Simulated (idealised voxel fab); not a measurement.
Documented hereafter: the process module known as voxel fin reveal.
The figure presents cross-section cut, which has a width of 230 nm and is divided into square cells with an edge length of 5 nm.
Each cross-section below is a grid of square cells, stated as bands in top-down order, with one or more rows of cells making up each band.
A band entry consists of two parts. The first gives the height of the band's top and the height of its bottom, in nm. The rest lists the band's materials from left to right, each with its width in nm. A single material labelled with the word "throughout" fills the band from edge to edge, and the word "air" marks empty space.
Heights are reckoned from 0. Under this level, the received wafer is all of one material. The bottommost band is open-ended downward, for example "0 and below".
The notation "30..40" denotes a width that varies across the rows of cells in the band, beginning at the first number in the top row, finishing at the second number in the bottom row, and changing by an identical amount from each row to the next.
Given "remained the same" for a step, no cell of the cross-section differs between before and after that step.
You'll see "Sealed void list" listing empty spaces that have no way open to the top, as long as they're 8 cells or more; the notation is width x height at distance, where the distance is from the left edge, and all of it is in nm.
Where a step's line continues beyond its settings, the continuation is a remark by the simulator itself on that step.
overlay nm: right-of-plan distance of the mask on a masked step; negative values mean left-of-plan.

Listed below are the process steps as planned:
1) RECEIVE, material Si
2) CONFORMAL_DEP, material SiN, thk nm 5
3) DIRECTIONAL_DEP, material aC, thk nm 15
4) PATTERN, tone cover, mask id FINS, material resist, width nm 15, pitch nm 35, thk nm 35, overlay nm 0
5) DIRECTIONAL_ETCH, etch materials aC, depth nm 15
6) STRIP, etch materials resist
7) DIRECTIONAL_ETCH, etch materials SiN, depth nm 5
8) DIRECTIONAL_ETCH, etch materials Si, depth nm 30
9) STRIP, etch materials aC
10) FILL_DEP, material SiO2, thk nm 10
11) CMP, height nm 5
12) SELECTIVE_ETCH, etch materials SiO2, depth nm 25
13) STRIP, etch materials SiN
14) CONFORMAL_DEP, material HfO2, thk nm 5

Cross-section of the incoming wafer, state after step 1:
0 and below | Si throughout
Sealed void list: none

Figure: cross-sectional view of the wafer upon completion of the module, processed from the initial state and according to the plan depicted above, with one error introduced during execution:
10 down to 5 | 75 nm HfO2, 5 nm air, 30 nm HfO2, 5 nm air, 30 nm HfO2, 5 nm air, 80 nm HfO2
5 down to 0 | HfO2 throughout
0 down to -30 | 70 nm HfO2, 15 nm Si, 20 nm HfO2, 15 nm Si, 20 nm HfO2, 15 nm Si, 75 nm HfO2
-30 and below | Si throughout
Sealed void list: none
Run error: in deviation from the planned setting, step 10 was conducted as FILL_DEP, material HfO2, thk nm 10
